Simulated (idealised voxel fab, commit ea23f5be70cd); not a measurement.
process module | voxel gate over fins
cross-section cut | 250 nm wide | cells 5 nm
A cross-section is a grid of square cells, given in bands from the top down. A band is one or more rows of cells.
Each band's line starts with the height of the band's top and of its bottom, in nm. Then come its materials from left to right, each with its width in nm. One material with "throughout" fills the band from edge to edge. "air" is empty space.
Height 0 is the level under which the wafer as received is all one material. The lowest band goes on downwards, as in "0 down".
A width such as "30 to 40" changes by the same amount from each row of cells to the next, from the band's top row to its bottom row.
"no change" after a step means that no cell of the cross-section changed.
closed voids: empty space of 8 cells or more with no open way to the top, each as width x height at its distance from the left edge, in nm
after a step's settings: what the simulator itself notes on the step
overlay nm, on a step with a mask: how far to the right of its planned place the mask lay; to the left if negative
plan
1 op RECEIVE | material Si
2 op CONFORMAL_DEP | material SiN | thk nm 10
3 op DIRECTIONAL_DEP | material aC | thk nm 10
4 op PATTERN | tone cover | mask id FINS | material resist | width nm 15 | pitch nm 50 | thk nm 25 | overlay nm 0
5 op DIRECTIONAL_ETCH | etch materials aC | depth nm 10
6 op STRIP | etch materials resist
7 op DIRECTIONAL_ETCH | etch materials SiN | depth nm 10
8 op DIRECTIONAL_ETCH | etch materials Si | depth nm 35
9 op STRIP | etch materials aC
10 op FILL_DEP | material SiO2 | thk nm 5
11 op CMP | height nm 10
12 op MASKED_ETCH | tone open | mask id RAIL | width nm 15 | etch materials SiO2 | depth nm 40 | overlay nm 0
13 op CONFORMAL_DEP | material TiN | thk nm 5
14 op FILL_DEP | material Ru | thk nm 10
15 op CMP | height nm 10
16 op SELECTIVE_ETCH | etch materials W Ru TiN | depth nm 35
17 op FILL_DEP | material SiO2 | thk nm 5
18 op CMP | height nm 10
19 op SELECTIVE_ETCH | etch materials SiO2 | depth nm 25
20 op STRIP | etch materials SiN
21 op CONFORMAL_DEP | material HfO2 | thk nm 5
22 op CONFORMAL_DEP | material TiN | thk nm 5
23 op CONFORMAL_DEP | material TiAl | thk nm 5
24 op CONFORMAL_DEP | material TiN | thk nm 5
25 op FILL_DEP | material W | thk nm 10
26 op CMP | height nm 25
27 op CONFORMAL_DEP | material SiCN | thk nm 5
as received, after step 1
  0 down: Si throughout
  closed voids: none
first wafer at the end, as planned
  30 to 25: SiCN throughout
  25 to 20: W throughout
  20 to 15: W 70 | TiN 105 | W 75
  15 to 10: W 70 | TiN 5 | TiAl 45 | TiN 5 | TiAl 45 | TiN 5 | W 75
  10 to 5: W 70 | TiN 5 | TiAl 5 | TiN 35 | TiAl 5 | TiN 5 | TiAl 5 | TiN 35 | TiAl 5 | TiN 5 | W 75
  5 to 0: TiN 75 | TiAl 5 | TiN 5 | HfO2 25 | TiN 5 | TiAl 5 | TiN 5 | TiAl 5 | TiN 5 | HfO2 25 | TiN 5 | TiAl 5 | TiN 80
  0 to -5: TiAl 80 | TiN 5 | HfO2 5 | Si 15 | HfO2 5 | TiN 5 | TiAl 15 | TiN 5 | HfO2 5 | Si 15 | HfO2 5 | TiN 5 | TiAl 85
  -5 to -10: TiN 85 | HfO2 5 | Si 15 | HfO2 5 | TiN 25 | HfO2 5 | Si 15 | HfO2 5 | TiN 90
  -10 to -15: HfO2 90 | Si 15 | HfO2 35 | Si 15 | HfO2 95
  -15 to -25: SiO2 90 | Si 15 | SiO2 35 | Si 15 | SiO2 95
  -25 to -30: SiO2 90 | Si 15 | SiO2 10 | TiN 15 | SiO2 10 | Si 15 | SiO2 95
  -30 to -35: SiO2 90 | Si 15 | SiO2 35 | Si 15 | SiO2 95
  -35 down: Si throughout
  closed voids: none
second wafer at the end: like start, like plan, one mistake
  30 to 25: SiCN throughout
  25 to 20: W throughout
  20 to 15: TiN throughout
  15 to 10: TiAl throughout
  10 to 5: TiN throughout
  5 to 0: HfO2 95 | TiN 5 | HfO2 45 | TiN 5 | HfO2 100
  0 to -10: Si 90 | HfO2 5 | TiN 5 | HfO2 5 | Si 35 | HfO2 5 | TiN 5 | HfO2 5 | Si 95
  -10 to -15: Si 90 | HfO2 15 | Si 35 | HfO2 15 | Si 95
  -15 to -35: Si 90 | SiO2 15 | Si 35 | SiO2 15 | Si 95
  -35 down: Si throughout
  closed voids: none
what went wrong: step 4 ran as: op PATTERN | tone open | mask id FINS | material resist | width nm 15 | pitch nm 50 | thk nm 25 | overlay nm 0
at the end the second wafer has, in cells: 266 more of Si | 149 fewer of SiO2 | 12 fewer of TiAl | 18 fewer of TiN | 87 fewer of W
